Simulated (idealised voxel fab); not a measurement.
Title: Process Module voxel transistor to metal
Section cut is 205 nm wide and gridded with 5 nm square cells.
In what follows, cross-sections appear as grids of square cells, described through bands that run from the top down, where every band is one or more rows of cells. Look at the band entry: it leads with the top's height and the bottom's height in nm. Then it lists the materials left to right, with a width in nm for each. The word "all across" on a single material says that material fills the band edge to edge. The word "air" is empty space. We count height from 0. Below that, the starting wafer is all one material. The lowest band never ends at the bottom but goes on down; see "0 down" for how that is written. You'd read "30..40" like this: the band's top row of cells is as wide as the first number, its bottom row is as wide as the second, and going down, every row changes width by the same amount as the row before did. "all unchanged" (step): cross-section cells unchanged, all of them. The label "Closed cavity list" introduces a list of the empty spaces, 8 cells or larger, that have no open way up to the top; each entry in it reads width x height at distance, where the distance is taken from the left edge and all three are stated in nm. Read whatever lies past the settings on a step's line as the simulator's own remark about the step. A step's line can hold "overlay nm"; with a mask on that step, the setting says how far right of the planned place the mask lay, while a negative setting says it lay to the left.

Intended process steps:
1,RECEIVE [material Si]
2,OXIDIZE [depth nm 5]
3,CONFORMAL_DEP [material SiN] [thk nm 15]
4,PATTERN [tone cover] [mask id ACTIVE] [material resist] [width nm 105] [thk nm 20] [overlay nm 0]
5,DIRECTIONAL_ETCH [etch materials SiN] [depth nm 15]
6,DIRECTIONAL_ETCH [etch materials SiO2] [depth nm 5]
7,DIRECTIONAL_ETCH [etch materials Si] [depth nm 35]
8,STRIP [etch materials resist]
9,FILL_DEP [material SiO2] [thk nm 10]
10,CMP [height nm 15]
11,SELECTIVE_ETCH [etch materials SiO2] [depth nm 15]
12,STRIP [etch materials SiN]
13,SELECTIVE_ETCH [etch materials SiO2] [depth nm 5]
14,OXIDIZE [depth nm 5]
15,DIRECTIONAL_DEP [material polySi] [thk nm 20]
16,DIRECTIONAL_DEP [material SiCN] [thk nm 15]
17,MASKED_ETCH [tone cover] [mask id GATE] [width nm 35] [etch materials SiCN] [depth nm 25] [overlay nm 0]
18,MASKED_ETCH [tone cover] [mask id GATE] [width nm 35] [etch materials polySi] [depth nm 30] [overlay nm 0]
19,CONFORMAL_DEP [material SiN] [thk nm 10]
20,DIRECTIONAL_ETCH [etch materials SiN] [depth nm 10]
21,DIRECTIONAL_ETCH [etch materials SiO2] [depth nm 5]
22,DIRECTIONAL_ETCH [etch materials Si] [depth nm 10]
23,EPI [material SiGe] [thk nm 10]
24,FILL_DEP [material SiO2] [thk nm 5]
25,CMP [height nm 15]
26,STRIP [etch materials polySi]
27,SELECTIVE_ETCH [etch materials SiO2] [depth nm 5]
28,CONFORMAL_DEP [material HfO2] [thk nm 5]
29,CONFORMAL_DEP [material TiN] [thk nm 5]
30,FILL_DEP [material W] [thk nm 5]
31,CMP [height nm 10]
32,DIRECTIONAL_DEP [material SiO2] [thk nm 10]
33,MASKED_ETCH [tone open] [mask id CONTACT] [width nm 15] [pitch nm 80] [etch materials SiO2] [depth nm 30] [overlay nm 0]
34,CONFORMAL_DEP [material TiN] [thk nm 5]
35,FILL_DEP [material W] [thk nm 10]
36,CMP [height nm 20]
37,CONFORMAL_DEP [material SiCN] [thk nm 5]
38,DIRECTIONAL_DEP [material SiO2] [thk nm 20]
39,DIRECTIONAL_DEP [material aC] [thk nm 15]
40,PATTERN [tone open] [mask id METAL_1] [material resist] [width nm 15] [pitch nm 80] [thk nm 30] [overlay nm 0]
41,DIRECTIONAL_ETCH [etch materials aC] [depth nm 15]
42,STRIP [etch materials resist]
43,DIRECTIONAL_ETCH [etch materials SiO2] [depth nm 20]
44,DIRECTIONAL_ETCH [etch materials SiCN] [depth nm 5]
45,STRIP [etch materials aC]
46,CONFORMAL_DEP [material TiN] [thk nm 5]
47,FILL_DEP [material W] [thk nm 5]
48,CMP [height nm 45]
49,EPI [material Ru] [thk nm 5]
50,FILL_DEP [material SiCN] [thk nm 5]
51,DIRECTIONAL_DEP [material SiO2] [thk nm 25]
52,DIRECTIONAL_DEP [material aC] [thk nm 15]
53,PATTERN [tone open] [mask id METAL_2] [material resist] [width nm 15] [pitch nm 80] [thk nm 35] [overlay nm 0]
54,DIRECTIONAL_ETCH [etch materials aC] [depth nm 15]
55,STRIP [etch materials resist]
56,DIRECTIONAL_ETCH [etch materials SiO2] [depth nm 15]
57,STRIP [etch materials aC]
58,PATTERN [tone open] [mask id METAL_2_HOLES] [material resist] [width nm 15] [pitch nm 80] [thk nm 20] [overlay nm 0]
59,DIRECTIONAL_ETCH [etch materials SiO2] [depth nm 10]
60,DIRECTIONAL_ETCH [etch materials SiCN] [depth nm 5]
61,STRIP [etch materials resist]
62,CONFORMAL_DEP [material TiN] [thk nm 5]
63,FILL_DEP [material Ru] [thk nm 5]
64,CMP [height nm 80]
65,CONFORMAL_DEP [material SiCN] [thk nm 5]

Shown in cross-section is the wafer as received, that is, as it stands after step 1:
  0 down  Si all across
  Closed cavity list: none

Cross-sectional view of the first of the two wafers upon completion of the module, processed in accordance with the plan:
  85 to 80  SiCN all across
  80 to 55  55 nm SiO2, then 5 nm TiN, then 5 nm Ru, then 5 nm TiN, then 65 nm SiO2, then 5 nm TiN, then 5 nm Ru, then 5 nm TiN, then 55 nm SiO2
  55 to 50  55 nm SiCN, then 15 nm TiN, then 65 nm SiCN, then 15 nm TiN, then 55 nm SiCN
  50 to 45  50 nm SiCN, then 25 nm Ru, then 55 nm SiCN, then 25 nm Ru, then 50 nm SiCN
  45 to 25  55 nm SiO2, then 5 nm TiN, then 5 nm W, then 5 nm TiN, then 65 nm SiO2, then 5 nm TiN, then 5 nm W, then 5 nm TiN, then 55 nm SiO2
  25 to 20  55 nm SiCN, then 15 nm TiN, then 65 nm SiCN, then 15 nm TiN, then 55 nm SiCN
  20 to 10  55 nm SiO2, then 5 nm TiN, then 5 nm W, then 5 nm TiN, then 65 nm SiO2, then 5 nm TiN, then 5 nm W, then 5 nm TiN, then 55 nm SiO2
  10 to 5  55 nm SiO2, then 5 nm TiN, then 5 nm W, then 5 nm TiN, then 5 nm SiO2, then 10 nm SiN, then 5 nm HfO2, then 5 nm TiN, then 15 nm W, then 5 nm TiN, then 5 nm HfO2, then 10 nm SiN, then 5 nm SiO2, then 5 nm TiN, then 5 nm W, then 5 nm TiN, then 55 nm SiO2
  5 to 0  55 nm SiO2, then 15 nm TiN, then 5 nm SiO2, then 10 nm SiN, then 5 nm HfO2, then 5 nm TiN, then 15 nm W, then 5 nm TiN, then 5 nm HfO2, then 10 nm SiN, then 5 nm SiO2, then 15 nm TiN, then 55 nm SiO2
  0 to -5  55 nm SiO2, then 10 nm TiN, then 10 nm SiGe, then 10 nm SiN, then 5 nm HfO2, then 25 nm TiN, then 5 nm HfO2, then 10 nm SiN, then 10 nm SiGe, then 10 nm TiN, then 55 nm SiO2
  -5 to -10  55 nm SiO2, then 10 nm TiN, then 10 nm SiGe, then 5 nm SiO2, then 45 nm HfO2, then 5 nm SiO2, then 10 nm SiGe, then 10 nm TiN, then 55 nm SiO2
  -10 to -20  50 nm SiO2, then 25 nm SiGe, then 55 nm Si, then 25 nm SiGe, then 50 nm SiO2
  -20 to -40  50 nm SiO2, then 105 nm Si, then 50 nm SiO2
  -40 down  Si all across
  Closed cavity list: none

Wafer two (of two), end-of-module cross-section: start = wafer one, plan = wafer one, one run mistake:
  85 to 80  SiCN all across
  80 to 55  55 nm SiO2, then 5 nm TiN, then 5 nm Ru, then 5 nm TiN, then 65 nm SiO2, then 5 nm TiN, then 5 nm Ru, then 5 nm TiN, then 55 nm SiO2
  55 to 50  55 nm SiCN, then 15 nm TiN, then 65 nm SiCN, then 15 nm TiN, then 55 nm SiCN
  50 to 45  50 nm SiCN, then 25 nm Ru, then 55 nm SiCN, then 25 nm Ru, then 50 nm SiCN
  45 to 25  55 nm SiO2, then 5 nm TiN, then 5 nm W, then 5 nm TiN, then 65 nm SiO2, then 5 nm TiN, then 5 nm W, then 5 nm TiN, then 55 nm SiO2
  25 to 20  55 nm SiCN, then 15 nm TiN, then 65 nm SiCN, then 15 nm TiN, then 55 nm SiCN
  20 to 10  55 nm SiO2, then 5 nm TiN, then 5 nm W, then 5 nm TiN, then 65 nm SiO2, then 5 nm TiN, then 5 nm W, then 5 nm TiN, then 55 nm SiO2
  10 to 0  55 nm SiO2, then 5 nm TiN, then 5 nm W, then 5 nm TiN, then 5 nm SiO2, then 10 nm SiN, then 5 nm HfO2, then 5 nm TiN, then 15 nm W, then 5 nm TiN, then 5 nm HfO2, then 10 nm SiN, then 5 nm SiO2, then 5 nm TiN, then 5 nm W, then 5 nm TiN, then 55 nm SiO2
  0 to -5  55 nm SiO2, then 5 nm TiN, then 5 nm W, then 5 nm TiN, then 5 nm SiO2, then 10 nm SiN, then 5 nm HfO2, then 25 nm TiN, then 5 nm HfO2, then 10 nm SiN, then 5 nm SiO2, then 5 nm TiN, then 5 nm W, then 5 nm TiN, then 55 nm SiO2
  -5 to -10  55 nm SiO2, then 15 nm TiN, then 5 nm SiGe, then 5 nm SiO2, then 45 nm HfO2, then 5 nm SiO2, then 5 nm SiGe, then 15 nm TiN, then 55 nm SiO2
  -10 to -20  70..50 nm SiO2, then 5..25 nm SiGe, then 55 nm Si, then 5..25 nm SiGe, then 70..50 nm SiO2
  -20 to -40  50 nm SiO2, then 105 nm Si, then 50 nm SiO2
  -40 down  Si all across
  Closed cavity list: none
What was the processing mistake? step 23 changed vs plan, executed as EPI [material SiGe] [thk nm 5]
Cell-count delta at end, second wafer over first, by material: SiGe -14, SiO2 +10, W +4
